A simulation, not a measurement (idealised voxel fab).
This section sets out a process module, namely voxel transistor to metal.
Section shown: cut. Width: 185 nm. Cell size: 5 nm, square.
Reading order for cross-sections: top band down to bottom band. Underlying form: a grid of square cells. Band size: one or more rows of cells. The entry gives the band's vertical extent as a top height and a bottom height in nm, then its horizontal make-up as materials from left to right, each with a width in nm. "air" stands for empty space; a single material marked "edge to edge" fills the band edge to edge. Note: height 0 marks the level under which the wafer is uniformly one material as received. Lowest band unbounded below, written "0 -> down". The notation "30..40" denotes a width that varies across the rows of cells in the band, beginning at the first number in the top row, finishing at the second number in the bottom row, and changing by an identical amount from each row to the next. What does "no alteration" mean for a step? It means no cell of the cross-section changed in that step. Basically, "Closed void inventory" tells you about the enclosed voids: empty spaces with no open way to the top, 8 cells or bigger, each written width x height at distance, where distance is from the left edge, all in nm. Text after the settings on a step's line: the simulator's own remark on that step. The setting "overlay nm" may be written on the line of a step. When the step uses a mask, the value reports how far to the right of the planned place the mask lay, and a negative value reports that it lay to the left. Reading guide: pairs of cross-sections, before and after one process step; after view cut off at lowest changed band; step and settings listed under each pair. Pairs may stem from different runs of this module on the same starting wafer; continuity with the pair above only where the "Pre-step section" entry states it.
-- Pre-step section
- 0 -> down: Si edge to edge
- Closed void inventory: none
-- Resulting Structure
- 5 -> 0: SiO2 edge to edge
- Below 0, the layers are the same as they were.
- Closed void inventory: none
The process step separating the two cross-sections depicted above is as follows: CONFORMAL_DEP: material SiO2, thk nm 5
Pre-step section: carried over from the after image of the pair right above.
-- Resulting Structure
- 15 -> 5: SiN edge to edge
- Below 5, the layers are the same as they were.
- Closed void inventory: none
The process step separating the two cross-sections depicted above is as follows: CONFORMAL_DEP: material SiN, thk nm 10
Pre-step section: carried over from the after image of the pair right above.
-- Resulting Structure
- 15 -> 5: air 40 / SiN 100 / air 45
- Below 5, the layers are the same as they were.
- Closed void inventory: none
The process step separating the two cross-sections depicted above is as follows: MASKED_ETCH: tone cover, mask id ACTIVE, width nm 100, etch materials SiN, depth nm 10, overlay nm 0
Pre-step section: carried over from the after image of the pair right above.
-- Resulting Structure
- 15 -> 5: air 40 / SiN 100 / air 45
- 5 -> 0: air 40 / SiO2 100 / air 45
- Below 0, the layers are the same as they were.
- Closed void inventory: none
The process step separating the two cross-sections depicted above is as follows: MASKED_ETCH: tone cover, mask id ACTIVE, width nm 100, etch materials SiO2, depth nm 5, overlay nm 0
Pre-step section: carried over from the after image of the pair right above.
-- Resulting Structure
- 15 -> 5: air 40 / SiN 100 / air 45
- 5 -> 0: air 40 / SiO2 100 / air 45
- 0 -> -30: air 40 / Si 100 / air 45
- Below -30, the layers are the same as they were.
- Closed void inventory: none
The process step separating the two cross-sections depicted above is as follows: MASKED_ETCH: tone cover, mask id ACTIVE, width nm 100, etch materials Si, depth nm 30, overlay nm 0
Pre-step section: carried over from the after image of the pair right above.
-- Resulting Structure
- 30 -> 15: SiO2 edge to edge
- 15 -> 5: SiO2 40 / SiN 100 / SiO2 45
- 5 -> 0: SiO2 edge to edge
- 0 -> -30: SiO2 40 / Si 100 / SiO2 45
- Below -30, the layers are the same as they were.
- Closed void inventory: none
The process step separating the two cross-sections depicted above is as follows: FILL_DEP: material SiO2, thk nm 15
Pre-step section: carried over from the after image of the pair right above.
-- Resulting Structure
- 15 -> 5: SiO2 40 / SiN 100 / SiO2 45
- Below 5, the layers are the same as they were.
- Closed void inventory: none
The process step separating the two cross-sections depicted above is as follows: CMP: height nm 15
Pre-step section: carried over from the after image of the pair right above.
-- Resulting Structure
- 15 -> 10: air 40 / SiN 100 / air 45
- Below 10, the layers are the same as they were.
- Closed void inventory: none
The process step separating the two cross-sections depicted above is as follows: SELECTIVE_ETCH: etch materials SiO2, depth nm 5
Pre-step section: carried over from the after image of the pair right above.
-- Resulting Structure
- 10 -> 5: SiO2 40 / air 100 / SiO2 45
- Below 5, the layers are the same as they were.
- Closed void inventory: none
The process step separating the two cross-sections depicted above is as follows: STRIP: etch materials SiN
Pre-step section: carried over from the after image of the pair right above.
-- Resulting Structure
- 5 -> 0: SiO2 35 / air 110 / SiO2 40
- Below 0, the layers are the same as they were.
- Closed void inventory: none
The process step separating the two cross-sections depicted above is as follows: SELECTIVE_ETCH: etch materials SiO2, depth nm 5
Pre-step section: carried over from the after image of the pair right above.
-- Resulting Structure
- 5 -> 0: SiO2 35 / air 110 / SiO2 40
- 0 -> -5: SiO2 edge to edge
- Below -5, the layers are the same as they were.
- Closed void inventory: none
The process step separating the two cross-sections depicted above is as follows: OXIDIZE: depth nm 5
Pre-step section: carried over from the after image of the pair right above.
-- Resulting Structure
- 35 -> 30: polySi 35 / air 110 / polySi 40
- 30 -> 5: polySi edge to edge
- 5 -> 0: SiO2 35 / polySi 110 / SiO2 40
- Below 0, the layers are the same as they were.
- Closed void inventory: none
The process step separating the two cross-sections depicted above is as follows: DIRECTIONAL_DEP: material polySi, thk nm 30
Pre-step section: carried over from the after image of the pair right above.
-- Resulting Structure
- 50 -> 45: SiCN 35 / air 110 / SiCN 40
- 45 -> 35: SiCN edge to edge
- 35 -> 30: polySi 35 / SiCN 110 / polySi 40
- Below 30, the layers are the same as they were.
- Closed void inventory: none
The process step separating the two cross-sections depicted above is as follows: DIRECTIONAL_DEP: material SiCN, thk nm 15
Pre-step section: carried over from the after image of the pair right above.
-- Resulting Structure
- 45 -> 35: air 80 / SiCN 20 / air 85
- 35 -> 30: polySi 35 / air 45 / SiCN 20 / air 45 / polySi 40
- Below 30, the layers are the same as they were.
- Closed void inventory: none
The process step separating the two cross-sections depicted above is as follows: MASKED_ETCH: tone cover, mask id GATE, width nm 20, etch materials SiCN, depth nm 25, overlay nm 0
Pre-step section: carried over from the after image of the pair right above.
-- Resulting Structure
- 45 -> 30: air 80 / SiCN 20 / air 85
- 30 -> 5: air 80 / polySi 20 / air 85
- 5 -> 0: SiO2 35 / air 45 / polySi 20 / air 45 / SiO2 40
- Below 0, the layers are the same as they were.
- Closed void inventory: none
The process step separating the two cross-sections depicted above is as follows: MASKED_ETCH: tone cover, mask id GATE, width nm 20, etch materials polySi, depth nm 40, overlay nm 0
Pre-step section: carried over from the after image of the pair right above.
-- Resulting Structure
- 55 -> 45: air 70 / SiN 40 / air 75
- 45 -> 30: air 70 / SiN 10 / SiCN 20 / SiN 10 / air 75
- 30 -> 15: air 70 / SiN 10 / polySi 20 / SiN 10 / air 75
- 15 -> 10: SiN 45 / air 25 / SiN 10 / polySi 20 / SiN 10 / air 25 / SiN 50
- 10 -> 5: SiN 80 / polySi 20 / SiN 85
- 5 -> 0: SiO2 35 / SiN 45 / polySi 20 / SiN 45 / SiO2 40
- Below 0, the layers are the same as they were.
- Closed void inventory: none
The process step separating the two cross-sections depicted above is as follows: CONFORMAL_DEP: material SiN, thk nm 10
Pre-step section: carried over from the after image of the pair right above.
-- Resulting Structure
- 45 -> 30: air 70 / SiN 10 / SiCN 20 / SiN 10 / air 75
- 30 -> 5: air 70 / SiN 10 / polySi 20 / SiN 10 / air 75
- 5 -> 0: SiO2 35 / SiN 10 / air 25 / SiN 10 / polySi 20 / SiN 10 / air 25 / SiN 10 / SiO2 40
- Below 0, the layers are the same as they were.
- Closed void inventory: none
The process step separating the two cross-sections depicted above is as follows: DIRECTIONAL_ETCH: etch materials SiN, depth nm 10
Pre-step section: carried over from the after image of the pair right above.
-- Resulting Structure
- 45 -> 30: air 70 / SiN 10 / SiCN 20 / SiN 10 / air 75
- 30 -> 5: air 70 / SiN 10 / polySi 20 / SiN 10 / air 75
- 5 -> 0: air 35 / SiN 10 / air 25 / SiN 10 / polySi 20 / SiN 10 / air 25 / SiN 10 / air 40
- 0 -> -5: SiO2 45 / air 25 / SiO2 40 / air 25 / SiO2 50
- Below -5, the layers are the same as they were.
- Closed void inventory: none
The process step separating the two cross-sections depicted above is as follows: DIRECTIONAL_ETCH: etch materials SiO2, depth nm 5
Pre-step section: carried over from the after image of the pair right above.
-- Resulting Structure
- 45 -> 30: air 70 / SiN 10 / SiCN 20 / SiN 10 / air 75
- 30 -> 5: air 70 / SiN 10 / polySi 20 / SiN 10 / air 75
- 5 -> 0: air 35 / SiN 10 / air 25 / SiN 10 / polySi 20 / SiN 10 / air 25 / SiN 10 / air 40
- 0 -> -5: SiO2 45 / air 25 / SiO2 40 / air 25 / SiO2 50
- -5 -> -10: SiO2 40 / Si 5 / air 25 / Si 40 / air 25 / Si 5 / SiO2 45
- Below -10, the layers are the same as they were.
- Closed void inventory: none
The process step separating the two cross-sections depicted above is as follows: DIRECTIONAL_ETCH: etch materials Si, depth nm 5
Pre-step section: carried over from the after image of the pair right above.
-- Resulting Structure
- 45 -> 30: air 70 / SiN 10 / SiCN 20 / SiN 10 / air 75
- 30 -> 5: air 70 / SiN 10 / polySi 20 / SiN 10 / air 75
- 5 -> 0: air 35 / SiN 10 / air 25 / SiN 10 / polySi 20 / SiN 10 / air 25 / SiN 10 / air 40
- 0 -> -5: SiO2 45 / SiGe 5 / air 15 / SiGe 5 / SiO2 40 / SiGe 5 / air 15 / SiGe 5 / SiO2 50
- -5 -> -10: SiO2 40 / Si 5 / SiGe 25 / Si 40 / SiGe 25 / Si 5 / SiO2 45
- Below -10, the layers are the same as they were.
- Closed void inventory: none
The process step separating the two cross-sections depicted above is as follows: EPI: material SiGe, thk nm 5
Pre-step section: carried over from the after image of the pair right above.
-- Resulting Structure
- 55 -> 45: SiO2 edge to edge
- 45 -> 30: SiO2 70 / SiN 10 / SiCN 20 / SiN 10 / SiO2 75
- 30 -> 5: SiO2 70 / SiN 10 / polySi 20 / SiN 10 / SiO2 75
- 5 -> 0: SiO2 35 / SiN 10 / SiO2 25 / SiN 10 / polySi 20 / SiN 10 / SiO2 25 / SiN 10 / SiO2 40
- 0 -> -5: SiO2 45 / SiGe 5 / SiO2 15 / SiGe 5 / SiO2 40 / SiGe 5 / SiO2 15 / SiGe 5 / SiO2 50
- Below -5, the layers are the same as they were.
- Closed void inventory: none
The process step separating the two cross-sections depicted above is as follows: FILL_DEP: material SiO2, thk nm 10
Pre-step section: carried over from the after image of the pair right above.
-- Resulting Structure
- 45 -> 30: SiO2 70 / SiN 10 / SiCN 20 / SiN 10 / SiO2 75
- Below 30, the layers are the same as they were.
- Closed void inventory: none
The process step separating the two cross-sections depicted above is as follows: CMP: height nm 45
Pre-step section: carried over from the after image of the pair right above.
-- Resulting Structure
- 55 -> 45: SiO2 edge to edge
- Below 45, the layers are the same as they were.
- Closed void inventory: none
The process step separating the two cross-sections depicted above is as follows: DIRECTIONAL_DEP: material SiO2, thk nm 10
Pre-step section: carried over from the after image of the pair right above.
-- Resulting Structure
- 55 -> 45: SiO2 45 / air 20 / SiO2 50 / air 20 / SiO2 50
- 45 -> 30: SiO2 45 / air 20 / SiO2 5 / SiN 10 / SiCN 20 / SiN 10 / SiO2 5 / air 20 / SiO2 50
- 30 -> 5: SiO2 45 / air 20 / SiO2 5 / SiN 10 / polySi 20 / SiN 10 / SiO2 5 / air 20 / SiO2 50
- 5 -> 0: SiO2 35 / SiN 10 / air 20 / SiO2 5 / SiN 10 / polySi 20 / SiN 10 / SiO2 5 / air 20 / SiN 10 / SiO2 40
- 0 -> -5: SiO2 45 / SiGe 5 / air 15 / SiGe 5 / SiO2 40 / SiGe 5 / air 15 / SiGe 5 / SiO2 50
- Below -5, the layers are the same as they were.
- Closed void inventory: none
The process step separating the two cross-sections depicted above is as follows: MASKED_ETCH: tone open, mask id CONTACT, width nm 20, pitch nm 70, etch materials SiO2, depth nm 60, overlay nm 0
Pre-step section: carried over from the after image of the pair right above.
-- Resulting Structure
- 60 -> 55: TiN 50 / air 10 / TiN 60 / air 10 / TiN 55
- 55 -> 45: SiO2 45 / TiN 5 / air 10 / TiN 5 / SiO2 50 / TiN 5 / air 10 / TiN 5 / SiO2 50
- 45 -> 30: SiO2 45 / TiN 5 / air 10 / TiN 5 / SiO2 5 / SiN 10 / SiCN 20 / SiN 10 / SiO2 5 / TiN 5 / air 10 / TiN 5 / SiO2 50
- 30 -> 5: SiO2 45 / TiN 5 / air 10 / TiN 5 / SiO2 5 / SiN 10 / polySi 20 / SiN 10 / SiO2 5 / TiN 5 / air 10 / TiN 5 / SiO2 50
- 5 -> 0: SiO2 35 / SiN 10 / TiN 10 / air 5 / TiN 5 / SiO2 5 / SiN 10 / polySi 20 / SiN 10 / SiO2 5 / TiN 5 / air 5 / TiN 10 / SiN 10 / SiO2 40
- 0 -> -5: SiO2 45 / SiGe 5 / TiN 15 / SiGe 5 / SiO2 40 / SiGe 5 / TiN 15 / SiGe 5 / SiO2 50
- Below -5, the layers are the same as they were.
- Closed void inventory: none
The process step separating the two cross-sections depicted above is as follows: CONFORMAL_DEP: material TiN, thk nm 5
Pre-step section: carried over from the after image of the pair right above.
-- Resulting Structure
- 70 -> 60: Ru edge to edge
- 60 -> 55: TiN 50 / Ru 10 / TiN 60 / Ru 10 / TiN 55
- 55 -> 45: SiO2 45 / TiN 5 / Ru 10 / TiN 5 / SiO2 50 / TiN 5 / Ru 10 / TiN 5 / SiO2 50
- 45 -> 30: SiO2 45 / TiN 5 / Ru 10 / TiN 5 / SiO2 5 / SiN 10 / SiCN 20 / SiN 10 / SiO2 5 / TiN 5 / Ru 10 / TiN 5 / SiO2 50
- 30 -> 5: SiO2 45 / TiN 5 / Ru 10 / TiN 5 / SiO2 5 / SiN 10 / polySi 20 / SiN 10 / SiO2 5 / TiN 5 / Ru 10 / TiN 5 / SiO2 50
- 5 -> 0: SiO2 35 / SiN 10 / TiN 10 / Ru 5 / TiN 5 / SiO2 5 / SiN 10 / polySi 20 / SiN 10 / SiO2 5 / TiN 5 / Ru 5 / TiN 10 / SiN 10 / SiO2 40
- Below 0, the layers are the same as they were.
- Closed void inventory: none
The process step separating the two cross-sections depicted above is as follows: FILL_DEP: material Ru, thk nm 10
Pre-step section: carried over from the after image of the pair right above.
-- Resulting Structure
- 55 -> 45: SiO2 45 / TiN 5 / Ru 10 / TiN 5 / SiO2 50 / TiN 5 / Ru 10 / TiN 5 / SiO2 50
- Below 45, the layers are the same as they were.
- Closed void inventory: none
The process step separating the two cross-sections depicted above is as follows: CMP: height nm 55
Pre-step section: carried over from the after image of the pair right above.
-- Resulting Structure
- 60 -> 55: SiN edge to edge
- Below 55, the layers are the same as they were.
- Closed void inventory: none
The process step separating the two cross-sections depicted above is as follows: CONFORMAL_DEP: material SiN, thk nm 5
Pre-step section: carried over from the after image of the pair right above.
-- Resulting Structure
- 75 -> 60: SiO2 edge to edge
- Below 60, the layers are the same as they were.
- Closed void inventory: none
The process step separating the two cross-sections depicted above is as follows: DIRECTIONAL_DEP: material SiO2, thk nm 15
Pre-step section: carried over from the after image of the pair right above.
-- Resulting Structure
- 90 -> 75: resist 45 / air 20 / resist 50 / air 20 / resist 50
- Below 75, the layers are the same as they were.
- Closed void inventory: none
The process step separating the two cross-sections depicted above is as follows: PATTERN: tone open, mask id METAL_1, material resist, width nm 20, pitch nm 70, thk nm 15, overlay nm 0
Pre-step section: carried over from the after image of the pair right above.
-- Resulting Structure
- 90 -> 75: resist 45 / air 20 / resist 50 / air 20 / resist 50
- 75 -> 60: SiO2 45 / air 20 / SiO2 50 / air 20 / SiO2 50
- Below 60, the layers are the same as they were.
- Closed void inventory: none
The process step separating the two cross-sections depicted above is as follows: DIRECTIONAL_ETCH: etch materials SiO2, depth nm 15
Pre-step section: carried over from the after image of the pair right above.
-- Resulting Structure
- 90 -> 75: resist 45 / air 20 / resist 50 / air 20 / resist 50
- 75 -> 60: SiO2 45 / air 20 / SiO2 50 / air 20 / SiO2 50
- 60 -> 55: SiN 45 / air 20 / SiN 50 / air 20 / SiN 50
- Below 55, the layers are the same as they were.
- Closed void inventory: none
The process step separating the two cross-sections depicted above is as follows: DIRECTIONAL_ETCH: etch materials SiN, depth nm 5
Pre-step section: carried over from the after image of the pair right above.
-- Resulting Structure
- 75 -> 60: SiO2 45 / air 20 / SiO2 50 / air 20 / SiO2 50
- Below 60, the layers are the same as they were.
- Closed void inventory: none
The process step separating the two cross-sections depicted above is as follows: STRIP: etch materials resist
Pre-step section: carried over from the after image of the pair right above.
-- Resulting Structure
- 80 -> 75: TiN 50 / air 10 / TiN 60 / air 10 / TiN 55
- 75 -> 60: SiO2 45 / TiN 5 / air 10 / TiN 5 / SiO2 50 / TiN 5 / air 10 / TiN 5 / SiO2 50
- 60 -> 55: SiN 45 / TiN 20 / SiN 50 / TiN 20 / SiN 50
- Below 55, the layers are the same as they were.
- Closed void inventory: none
The process step separating the two cross-sections depicted above is as follows: CONFORMAL_DEP: material TiN, thk nm 5
Pre-step section: carried over from the after image of the pair right above.
-- Resulting Structure
- 90 -> 80: Cu edge to edge
- 80 -> 75: TiN 50 / Cu 10 / TiN 60 / Cu 10 / TiN 55
- 75 -> 60: SiO2 45 / TiN 5 / Cu 10 / TiN 5 / SiO2 50 / TiN 5 / Cu 10 / TiN 5 / SiO2 50
- Below 60, the layers are the same as they were.
- Closed void inventory: none
The process step separating the two cross-sections depicted above is as follows: FILL_DEP: material Cu, thk nm 10
Pre-step section: carried over from the after image of the pair right above.
-- Resulting Structure
- 75 -> 60: SiO2 45 / TiN 5 / Cu 10 / TiN 5 / SiO2 50 / TiN 5 / Cu 10 / TiN 5 / SiO2 50
- Below 60, the layers are the same as they were.
- Closed void inventory: none
The process step separating the two cross-sections depicted above is as follows: CMP: height nm 75
Pre-step section: carried over from the after image of the pair right above.
-- Resulting Structure
- 80 -> 75: SiCN edge to edge
- Below 75, the layers are the same as they were.
- Closed void inventory: none
The process step separating the two cross-sections depicted above is as follows: CONFORMAL_DEP: material SiCN, thk nm 5
Pre-step section: carried over from the after image of the pair right above.
-- Resulting Structure
- 110 -> 80: lowk edge to edge
- Below 80, the layers are the same as they were.
- Closed void inventory: none
The process step separating the two cross-sections depicted above is as follows: DIRECTIONAL_DEP: material lowk, thk nm 30
Pre-step section: carried over from the after image of the pair right above.
-- Resulting Structure
- 110 -> 80: lowk 45 / air 15 / lowk 55 / air 15 / lowk 55
- Below 80, the layers are the same as they were.
- Closed void inventory: none
The process step separating the two cross-sections depicted above is as follows: MASKED_ETCH: tone open, mask id METAL_2_HOLES, width nm 15, pitch nm 70, etch materials lowk, depth nm 30, overlay nm 0
Pre-step section: carried over from the after image of the pair right above.
-- Resulting Structure
- 110 -> 95: lowk 45 / air 20 / lowk 50 / air 20 / lowk 50
- Below 95, the layers are the same as they were.
- Closed void inventory: none
The process step separating the two cross-sections depicted above is as follows: MASKED_ETCH: tone open, mask id METAL_2, width nm 20, pitch nm 70, etch materials lowk, depth nm 15, overlay nm 0
Pre-step section: carried over from the after image of the pair right above.
-- Resulting Structure
- 110 -> 95: lowk 45 / air 20 / lowk 50 / air 20 / lowk 50
- 95 -> 80: lowk 45 / air 15 / lowk 55 / air 15 / lowk 55
- 80 -> 75: SiCN 45 / air 15 / SiCN 55 / air 15 / SiCN 55
- Below 75, the layers are the same as they were.
- Closed void inventory: none
The process step separating the two cross-sections depicted above is as follows: MASKED_ETCH: tone open, mask id METAL_2, width nm 20, pitch nm 70, etch materials SiCN, depth nm 5, overlay nm 0
Pre-step section: carried over from the after image of the pair right above.
-- Resulting Structure
- 115 -> 110: TiN 50 / air 10 / TiN 60 / air 10 / TiN 55
- 110 -> 100: lowk 45 / TiN 5 / air 10 / TiN 5 / lowk 50 / TiN 5 / air 10 / TiN 5 / lowk 50
- 100 -> 95: lowk 45 / TiN 5 / air 5 / TiN 10 / lowk 50 / TiN 5 / air 5 / TiN 10 / lowk 50
- 95 -> 80: lowk 45 / TiN 5 / air 5 / TiN 5 / lowk 55 / TiN 5 / air 5 / TiN 5 / lowk 55
- 80 -> 75: SiCN 45 / TiN 15 / SiCN 55 / TiN 15 / SiCN 55
- Below 75, the layers are the same as they were.
- Closed void inventory: none
The process step separating the two cross-sections depicted above is as follows: CONFORMAL_DEP: material TiN, thk nm 5
Pre-step section: carried over from the after image of the pair right above.
-- Resulting Structure
- 120 -> 115: Cu edge to edge
- 115 -> 110: TiN 50 / Cu 10 / TiN 60 / Cu 10 / TiN 55
- 110 -> 100: lowk 45 / TiN 5 / Cu 10 / TiN 5 / lowk 50 / TiN 5 / Cu 10 / TiN 5 / lowk 50
- 100 -> 95: lowk 45 / TiN 5 / Cu 5 / TiN 10 / lowk 50 / TiN 5 / Cu 5 / TiN 10 / lowk 50
- 95 -> 80: lowk 45 / TiN 5 / Cu 5 / TiN 5 / lowk 55 / TiN 5 / Cu 5 / TiN 5 / lowk 55
- Below 80, the layers are the same as they were.
- Closed void inventory: none
The process step separating the two cross-sections depicted above is as follows: FILL_DEP: material Cu, thk nm 5
Pre-step section: carried over from the after image of the pair right above.
-- Resulting Structure
- 110 -> 100: lowk 45 / TiN 5 / Cu 10 / TiN 5 / lowk 50 / TiN 5 / Cu 10 / TiN 5 / lowk 50
- Below 100, the layers are the same as they were.
- Closed void inventory: none
The process step separating the two cross-sections depicted above is as follows: CMP: height nm 110
Pre-step section: carried over from the after image of the pair right above.
-- Resulting Structure
- 115 -> 110: SiN edge to edge
- Below 110, the layers are the same as they were.
- Closed void inventory: none
The process step separating the two cross-sections depicted above is as follows: CONFORMAL_DEP: material SiN, thk nm 5
-- Pre-step section
- 30 -> 15: SiO2 edge to edge
- 15 -> 5: SiO2 40 / SiN 100 / SiO2 45
- 5 -> 0: SiO2 edge to edge
- 0 -> -30: SiO2 40 / Si 100 / SiO2 45
- -30 -> down: Si edge to edge
- Closed void inventory: none
-- Resulting Structure
- 25 -> 15: SiO2 edge to edge
- Below 15, the layers are the same as they were.
- Closed void inventory: none
The process step separating the two cross-sections depicted above is as follows: SELECTIVE_ETCH: etch materials SiO2, depth nm 5
Pre-step section: carried over from the after image of the pair right above.
-- Resulting Structure
- 20 -> 15: SiO2 edge to edge
- Below 15, the layers are the same as they were.
- Closed void inventory: none
The process step separating the two cross-sections depicted above is as follows: SELECTIVE_ETCH: etch materials SiO2, depth nm 5
Pre-step section: carried over from the after image of the pair right above.
-- Resulting Structure
- 50 -> 20: polySi edge to edge
- Below 20, the layers are the same as they were.
- Closed void inventory: none
The process step separating the two cross-sections depicted above is as follows: DIRECTIONAL_DEP: material polySi, thk nm 30
Pre-step section: carried over from the after image of the pair right above.
-- Resulting Structure
- 65 -> 50: SiCN edge to edge
- Below 50, the layers are the same as they were.
- Closed void inventory: none
The process step separating the two cross-sections depicted above is as follows: DIRECTIONAL_DEP: material SiCN, thk nm 15
Pre-step section: carried over from the after image of the pair right above.
-- Resulting Structure
- 65 -> 50: air 80 / SiCN 20 / air 85
- Below 50, the layers are the same as they were.
- Closed void inventory: none
The process step separating the two cross-sections depicted above is as follows: MASKED_ETCH: tone cover, mask id GATE, width nm 20, etch materials SiCN, depth nm 25, overlay nm 0
Pre-step section: carried over from the after image of the pair right above.
-- Resulting Structure
- 65 -> 50: air 80 / SiCN 20 / air 85
- 50 -> 20: air 80 / polySi 20 / air 85
- Below 20, the layers are the same as they were.
- Closed void inventory: none
The process step separating the two cross-sections depicted above is as follows: MASKED_ETCH: tone cover, mask id GATE, width nm 20, etch materials polySi, depth nm 40, overlay nm 0
Pre-step section: carried over from the after image of the pair right above.
-- Resulting Structure
- 75 -> 65: air 70 / SiN 40 / air 75
- 65 -> 50: air 70 / SiN 10 / SiCN 20 / SiN 10 / air 75
- 50 -> 30: air 70 / SiN 10 / polySi 20 / SiN 10 / air 75
- 30 -> 20: SiN 80 / polySi 20 / SiN 85
- Below 20, the layers are the same as they were.
- Closed void inventory: none
The process step separating the two cross-sections depicted above is as follows: CONFORMAL_DEP: material SiN, thk nm 10
Pre-step section: carried over from the after image of the pair right above.
-- Resulting Structure
- 65 -> 50: air 70 / SiN 10 / SiCN 20 / SiN 10 / air 75
- 50 -> 20: air 70 / SiN 10 / polySi 20 / SiN 10 / air 75
- Below 20, the layers are the same as they were.
- Closed void inventory: none
The process step separating the two cross-sections depicted above is as follows: DIRECTIONAL_ETCH: etch materials SiN, depth nm 10
Pre-step section: carried over from the after image of the pair right above.
-- Resulting Structure
- 65 -> 50: air 70 / SiN 10 / SiCN 20 / SiN 10 / air 75
- 50 -> 20: air 70 / SiN 10 / polySi 20 / SiN 10 / air 75
- 20 -> 15: air 70 / SiO2 40 / air 75
- Below 15, the layers are the same as they were.
- Closed void inventory: none
The process step separating the two cross-sections depicted above is as follows: DIRECTIONAL_ETCH: etch materials SiO2, depth nm 5
Pre-step section: carried over from the after image of the pair right above.
-- Resulting Structure
- 75 -> 65: SiO2 edge to edge
- 65 -> 50: SiO2 70 / SiN 10 / SiCN 20 / SiN 10 / SiO2 75
- 50 -> 20: SiO2 70 / SiN 10 / polySi 20 / SiN 10 / SiO2 75
- 20 -> 15: SiO2 edge to edge
- Below 15, the layers are the same as they were.
- Closed void inventory: none
The process step separating the two cross-sections depicted above is as follows: FILL_DEP: material SiO2, thk nm 10
Pre-step section: carried over from the after image of the pair right above.
-- Resulting Structure
- 45 -> 20: SiO2 70 / SiN 10 / polySi 20 / SiN 10 / SiO2 75
- Below 20, the layers are the same as they were.
- Closed void inventory: none
The process step separating the two cross-sections depicted above is as follows: CMP: height nm 45
Pre-step section: carried over from the after image of the pair right above.
-- Resulting Structure
- 55 -> 45: SiO2 edge to edge
- Below 45, the layers are the same as they were.
- Closed void inventory: none
The process step separating the two cross-sections depicted above is as follows: DIRECTIONAL_DEP: material SiO2, thk nm 10
Pre-step section: carried over from the after image of the pair right above.
-- Resulting Structure
- 55 -> 45: SiO2 45 / air 20 / SiO2 50 / air 20 / SiO2 50
- 45 -> 20: SiO2 45 / air 20 / SiO2 5 / SiN 10 / polySi 20 / SiN 10 / SiO2 5 / air 20 / SiO2 50
- 20 -> 15: SiO2 45 / air 20 / SiO2 50 / air 20 / SiO2 50
- Below 15, the layers are the same as they were.
- Closed void inventory: none
The process step separating the two cross-sections depicted above is as follows: MASKED_ETCH: tone open, mask id CONTACT, width nm 20, pitch nm 70, etch materials SiO2, depth nm 60, overlay nm 0
Pre-step section: carried over from the after image of the pair right above.
-- Resulting Structure
- 60 -> 55: TiN 50 / air 10 / TiN 60 / air 10 / TiN 55
- 55 -> 45: SiO2 45 / TiN 5 / air 10 / TiN 5 / SiO2 50 / TiN 5 / air 10 / TiN 5 / SiO2 50
- 45 -> 20: SiO2 45 / TiN 5 / air 10 / TiN 5 / SiO2 5 / SiN 10 / polySi 20 / SiN 10 / SiO2 5 / TiN 5 / air 10 / TiN 5 / SiO2 50
- 20 -> 15: SiO2 45 / TiN 20 / SiO2 50 / TiN 20 / SiO2 50
- Below 15, the layers are the same as they were.
- Closed void inventory: none
The process step separating the two cross-sections depicted above is as follows: CONFORMAL_DEP: material TiN, thk nm 5
Pre-step section: carried over from the after image of the pair right above.
-- Resulting Structure
- 70 -> 60: Ru edge to edge
- 60 -> 55: TiN 50 / Ru 10 / TiN 60 / Ru 10 / TiN 55
- 55 -> 45: SiO2 45 / TiN 5 / Ru 10 / TiN 5 / SiO2 50 / TiN 5 / Ru 10 / TiN 5 / SiO2 50
- 45 -> 20: SiO2 45 / TiN 5 / Ru 10 / TiN 5 / SiO2 5 / SiN 10 / polySi 20 / SiN 10 / SiO2 5 / TiN 5 / Ru 10 / TiN 5 / SiO2 50
- Below 20, the layers are the same as they were.
- Closed void inventory: none
The process step separating the two cross-sections depicted above is as follows: FILL_DEP: material Ru, thk nm 10
Pre-step section: carried over from the after image of the pair right above.
-- Resulting Structure
- 55 -> 45: SiO2 45 / TiN 5 / Ru 10 / TiN 5 / SiO2 50 / TiN 5 / Ru 10 / TiN 5 / SiO2 50
- Below 45, the layers are the same as they were.
- Closed void inventory: none
The process step separating the two cross-sections depicted above is as follows: CMP: height nm 55
Pre-step section: carried over from the after image of the pair right above.
-- Resulting Structure
- 60 -> 55: SiN edge to edge
- Below 55, the layers are the same as they were.
- Closed void inventory: none
The process step separating the two cross-sections depicted above is as follows: CONFORMAL_DEP: material SiN, thk nm 5
Pre-step section: carried over from the after image of the pair right above.
-- Resulting Structure
- 75 -> 60: SiO2 edge to edge
- Below 60, the layers are the same as they were.
- Closed void inventory: none
The process step separating the two cross-sections depicted above is as follows: DIRECTIONAL_DEP: material SiO2, thk nm 15
Pre-step section: carried over from the after image of the pair right above.
-- Resulting Structure
- 90 -> 75: resist 45 / air 20 / resist 50 / air 20 / resist 50
- Below 75, the layers are the same as they were.
- Closed void inventory: none
The process step separating the two cross-sections depicted above is as follows: PATTERN: tone open, mask id METAL_1, material resist, width nm 20, pitch nm 70, thk nm 15, overlay nm 0
Pre-step section: carried over from the after image of the pair right above.
-- Resulting Structure
- 90 -> 75: resist 45 / air 20 / resist 50 / air 20 / resist 50
- 75 -> 60: SiO2 45 / air 20 / SiO2 50 / air 20 / SiO2 50
- Below 60, the layers are the same as they were.
- Closed void inventory: none
The process step separating the two cross-sections depicted above is as follows: DIRECTIONAL_ETCH: etch materials SiO2, depth nm 15
Pre-step section: carried over from the after image of the pair right above.
-- Resulting Structure
- 90 -> 75: resist 45 / air 20 / resist 50 / air 20 / resist 50
- 75 -> 60: SiO2 45 / air 20 / SiO2 50 / air 20 / SiO2 50
- 60 -> 55: SiN 45 / air 20 / SiN 50 / air 20 / SiN 50
- Below 55, the layers are the same as they were.
- Closed void inventory: none
The process step separating the two cross-sections depicted above is as follows: DIRECTIONAL_ETCH: etch materials SiN, depth nm 5
Pre-step section: carried over from the after image of the pair right above.
-- Resulting Structure
- 75 -> 60: SiO2 45 / air 20 / SiO2 50 / air 20 / SiO2 50
- Below 60, the layers are the same as they were.
- Closed void inventory: none
The process step separating the two cross-sections depicted above is as follows: STRIP: etch materials resist
Pre-step section: carried over from the after image of the pair right above.
-- Resulting Structure
- 80 -> 75: TiN 50 / air 10 / TiN 60 / air 10 / TiN 55
- 75 -> 60: SiO2 45 / TiN 5 / air 10 / TiN 5 / SiO2 50 / TiN 5 / air 10 / TiN 5 / SiO2 50
- 60 -> 55: SiN 45 / TiN 20 / SiN 50 / TiN 20 / SiN 50
- Below 55, the layers are the same as they were.
- Closed void inventory: none
The process step separating the two cross-sections depicted above is as follows: CONFORMAL_DEP: material TiN, thk nm 5
